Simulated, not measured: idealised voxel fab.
Documented hereafter: the process module known as voxel double patterning.
The figure presents cross-section cut, which has a width of 190 nm and is divided into square cells with an edge length of 5 nm.
How to read a cross-section here: the picture is a grid of square cells, written as bands going from the top down, and any band can span one or more rows of cells.
First you get the band's top height and its bottom height, in nm, and then the materials it's made of, left to right, with each width in nm. If you see a single material with "all across", that one covers the band edge to edge. "empty" is empty space.
Height 0 is the level under which the wafer as received is all one material. The lowest band goes on downwards, as in "0 -> down".
With a width like "30 to 40", each row of cells in the band differs from the next by the same amount, the top row carrying the first number and the bottom row the second.
A step reported as "nothing got changed" is a step in which no cell of the cross-section changed.
"Enclosed void entries": sealed empty spaces, 8 cells or more, no open way to top, listed width x height at distance, with distance from the left edge and width, height and distance in nm.
after a step's settings: what the simulator itself notes on the step
overlay nm: right-of-plan distance of the mask on a masked step; negative values mean left-of-plan.

-- Process steps foreseen in the plan
1,RECEIVE, material Si
2,CONFORMAL_DEP, material SiO2, thk nm 5
3,DIRECTIONAL_DEP, material W, thk nm 10
4,DIRECTIONAL_DEP, material SiN, thk nm 5
5,DIRECTIONAL_DEP, material aC, thk nm 15
6,PATTERN, tone open, mask id FIRST, material resist, width nm 15, pitch nm 50, thk nm 30, overlay nm 0
7,DIRECTIONAL_ETCH, etch materials aC, depth nm 15
8,STRIP, etch materials resist
9,DIRECTIONAL_ETCH, etch materials SiN, depth nm 5
10,STRIP, etch materials aC
11,PATTERN, tone open, mask id SECOND, material resist, width nm 15, pitch nm 50, thk nm 20, overlay nm 0
12,DIRECTIONAL_ETCH, etch materials SiN, depth nm 5
13,STRIP, etch materials resist
14,DIRECTIONAL_ETCH, etch materials W, depth nm 10
15,STRIP, etch materials SiN

-- Cross-section of the wafer upon arrival, representing the state reached after step 1
* 0 -> down | Si all across
* Enclosed void entries: none

-- Wafer at module end, in section. Began as above, planned as above, run with one mistake
* 15 -> 5 | 60 of empty  15 of W  35 of empty  15 of W  65 of empty
* 5 -> 0 | SiO2 all across
* 0 -> down | Si all across
* Enclosed void entries: none
Short version of what went wrong: step 11 deviated from plan and actually ran as PATTERN, tone cover, mask id SECOND, material resist, width nm 15, pitch nm 50, thk nm 20, overlay nm 0
